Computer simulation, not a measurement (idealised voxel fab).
Process module under the name voxel trench capacitor
Cross-section cut: width 275 nm, square cells of 5 nm.
Bands, listed from the top down, are how a cross-section gets written in this document; the cross-section itself is a grid of square cells, and a band is one or more rows of them. Heads up on the band format: heights come first, top then bottom, in nm. After that it's the materials left to right, each with its width in nm. A single material flagged "everywhere" fills the whole band edge to edge, and "empty" means there's empty space there. All heights in this document are referenced to 0, defined as the level beneath which the wafer, as received, consists entirely of one material. The lowest band is not bounded below; it extends indefinitely downward and is written in the form "0 and below". Per-row width for "30..40": begins at first number (top row of band), ends at second number (bottom row), increment between rows held constant. "identical to before" -> step changed no cross-section cell. Any empty space of 8 cells or more lacking an open way to the top shows up in "Enclosed cavities" as width x height at distance, distance from the left edge, in nm. Whatever follows a step's settings on its line is a remark the simulator itself makes about that step. "overlay nm", when on a step's line for a step with a mask, measures how far to the right of its planned place the mask lay; a negative measure means to the left.
The following list gives the planned process steps
1: RECEIVE,material Si
2: CONFORMAL_DEP,material SiN,thk nm 5
3: DIRECTIONAL_DEP,material aC,thk nm 10
4: PATTERN,tone open,mask id TRENCH,material resist,width nm 25,pitch nm 40,thk nm 25,overlay nm 0
5: DIRECTIONAL_ETCH,etch materials aC,depth nm 10
6: STRIP,etch materials resist
7: DIRECTIONAL_ETCH,etch materials SiN,depth nm 10
8: DIRECTIONAL_ETCH,etch materials Si,depth nm 30
9: STRIP,etch materials aC
10: CONFORMAL_DEP,material HfO2,thk nm 5
11: CONFORMAL_DEP,material TiN,thk nm 5
12: FILL_DEP,material W,thk nm 10
13: CMP,height nm 10
Among the wafers covered here, the point of difference is the thk nm at step 2; their starting state is shared, and the plan presents the value of the first wafer.
First of several wafers (as received, post step 1), cross-sectional view
> 0 and below | Si everywhere
> Enclosed cavities: none
What follows is a table in which each wafer occupies a row; for the wafer as it stands at the close of the module, the row states, material by material, how many cells have been gained (+) or lost (-) since receipt, and then gives its closed voids
thk nm 5, +83 HfO2, -60 Si, +45 SiN, +30 TiN, +12 W, Enclosed cavities: none
thk nm 10, +38 HfO2, -60 Si, +90 SiN, +30 TiN, +12 W, Enclosed cavities: none
thk nm 15, +10 HfO2, +100 SiN, Enclosed cavities: none
thk nm 20, +110 SiN, Enclosed cavities: none
thk nm 25, +110 SiN, Enclosed cavities: none
